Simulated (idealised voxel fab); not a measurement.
The following process module bears the name voxel transistor to metal.
Section shown: cut. Width: 170 nm. Cell size: 5 nm, square.
Square cells in a grid make up a cross-section in this document, and the grid is given as bands, listed from the top down, each one or more rows of cells.
Top height, bottom height, nm. Materials left to right, width each, nm. Single material + "throughout" = fills band edge to edge. "blank" = empty.
Height datum 0, below which the as-received substrate wafer is one material. Lowest band open at the bottom, running downward: "0..down".
The expression "30..40" gives the width at the extremes of the band, the first number at its top row of cells and the second at its bottom row, with the width changing by equal amounts from each row to the next in between.
The designation "no modification", where it is given for a processing step, indicates that no cell of the cross-section was altered in the course of that step.
The label "Trapped voids" introduces a list of the empty spaces, 8 cells or larger, that have no open way up to the top; each entry in it reads width x height at distance, where the distance is taken from the left edge and all three are stated in nm.
Note: text after step settings on the step line = simulator remark on that step.
For masked steps, "overlay nm" on the step line gives how far right of plan the mask actually lay; a minus sign means it lay to the left.
The process steps that were planned are listed below
1) RECEIVE with material Si
2) CONFORMAL_DEP with material SiO2, thk nm 5
3) CONFORMAL_DEP with material SiN, thk nm 15
4) DIRECTIONAL_DEP with material aC, thk nm 10
5) PATTERN with tone cover, mask id ACTIVE, material resist, width nm 130, thk nm 30, overlay nm 0
6) DIRECTIONAL_ETCH with etch materials aC, depth nm 10
7) STRIP with etch materials resist
8) DIRECTIONAL_ETCH with etch materials SiN, depth nm 15
9) DIRECTIONAL_ETCH with etch materials SiO2, depth nm 5
10) DIRECTIONAL_ETCH with etch materials Si, depth nm 30
11) STRIP with etch materials aC
12) OXIDIZE with depth nm 5
13) FILL_DEP with material SiO2, thk nm 5
14) CMP with height nm 20
15) SELECTIVE_ETCH with etch materials SiO2, depth nm 5
16) STRIP with etch materials SiN
17) SELECTIVE_ETCH with etch materials SiO2, depth nm 5
18) OXIDIZE with depth nm 5
19) DIRECTIONAL_DEP with material polySi, thk nm 30
20) DIRECTIONAL_DEP with material SiCN, thk nm 10
21) MASKED_ETCH with tone cover, mask id GATE, width nm 30, etch materials SiCN, depth nm 20, overlay nm 0
22) MASKED_ETCH with tone cover, mask id GATE, width nm 30, etch materials polySi, depth nm 40, overlay nm 0
23) CONFORMAL_DEP with material SiO2, thk nm 5
24) DIRECTIONAL_ETCH with etch materials SiO2, depth nm 5
25) CONFORMAL_DEP with material SiN, thk nm 10
26) DIRECTIONAL_ETCH with etch materials SiN, depth nm 10
27) DIRECTIONAL_ETCH with etch materials SiO2, depth nm 5
28) EPI with material pSi, thk nm 5
29) FILL_DEP with material SiO2, thk nm 10
30) CMP with height nm 30
31) STRIP with etch materials polySi
32) SELECTIVE_ETCH with etch materials SiO2, depth nm 5
33) CONFORMAL_DEP with material HfO2, thk nm 5
34) CONFORMAL_DEP with material TiN, thk nm 5
35) FILL_DEP with material W, thk nm 10
36) CMP with height nm 25
37) DIRECTIONAL_DEP with material SiO2, thk nm 15
38) MASKED_ETCH with tone open, mask id CONTACT, width nm 20, pitch nm 90, etch materials SiO2, depth nm 40, overlay nm 0
39) CONFORMAL_DEP with material TiN, thk nm 5
40) FILL_DEP with material Ru, thk nm 5
41) CMP with height nm 40
42) CONFORMAL_DEP with material SiN, thk nm 5
43) DIRECTIONAL_DEP with material lowk, thk nm 15
44) PATTERN with tone open, mask id METAL_1, material resist, width nm 20, pitch nm 90, thk nm 20, overlay nm 0
45) DIRECTIONAL_ETCH with etch materials lowk, depth nm 15
46) DIRECTIONAL_ETCH with etch materials SiN, depth nm 5
47) STRIP with etch materials resist
48) CONFORMAL_DEP with material TiN, thk nm 5
49) FILL_DEP with material Cu, thk nm 5
50) CMP with height nm 60
51) CONFORMAL_DEP with material SiCN, thk nm 5
52) DIRECTIONAL_DEP with material SiO2, thk nm 30
53) PATTERN with tone open, mask id METAL_2, material resist, width nm 20, pitch nm 90, thk nm 20, overlay nm 0
54) DIRECTIONAL_ETCH with etch materials SiO2, depth nm 20
55) STRIP with etch materials resist
56) DIRECTIONAL_DEP with material aC, thk nm 10
57) PATTERN with tone open, mask id METAL_2_HOLES, material resist, width nm 15, pitch nm 90, thk nm 30, overlay nm 0
58) DIRECTIONAL_ETCH with etch materials aC, depth nm 10
59) STRIP with etch materials resist
60) DIRECTIONAL_ETCH with etch materials SiO2, depth nm 10
61) DIRECTIONAL_ETCH with etch materials SiCN, depth nm 5
62) STRIP with etch materials aC
63) CONFORMAL_DEP with material TiN, thk nm 5
64) FILL_DEP with material Cu, thk nm 10
65) CMP with height nm 85
66) CONFORMAL_DEP with material SiCN, thk nm 5
The wafers are alike at the start. At step 65, their height nm differs. The plan lists the first wafer's value.
Step 1 complete: as-received cross-section of the first of several wafers
	0..down | Si throughout
	Trapped voids: none
What follows is a table in which each wafer occupies a row; for the wafer as it stands at the close of the module, the row states, material by material, how many cells have been gained (+) or lost (-) since receipt, and then gives its closed voids
height nm 85 | +22 Cu | +18 HfO2 | +28 Ru | -94 Si | +62 SiCN | +54 SiN | +324 SiO2 | +94 TiN | +16 W | +78 lowk | +10 pSi | Trapped voids: none
height nm 90 | +26 Cu | +18 HfO2 | +28 Ru | -94 Si | +62 SiCN | +54 SiN | +350 SiO2 | +98 TiN | +16 W | +78 lowk | +10 pSi | Trapped voids: none
height nm 95 | +30 Cu | +18 HfO2 | +28 Ru | -94 Si | +62 SiCN | +54 SiN | +376 SiO2 | +102 TiN | +16 W | +78 lowk | +10 pSi | Trapped voids: none
height nm 100 | +34 Cu | +18 HfO2 | +28 Ru | -94 Si | +62 SiCN | +54 SiN | +376 SiO2 | +132 TiN | +16 W | +78 lowk | +10 pSi | Trapped voids: none
height nm 105 | +68 Cu | +18 HfO2 | +28 Ru | -94 Si | +62 SiCN | +54 SiN | +376 SiO2 | +132 TiN | +16 W | +78 lowk | +10 pSi | Trapped voids: none
height nm 110 | +102 Cu | +18 HfO2 | +28 Ru | -94 Si | +62 SiCN | +54 SiN | +376 SiO2 | +132 TiN | +16 W | +78 lowk | +10 pSi | Trapped voids: none
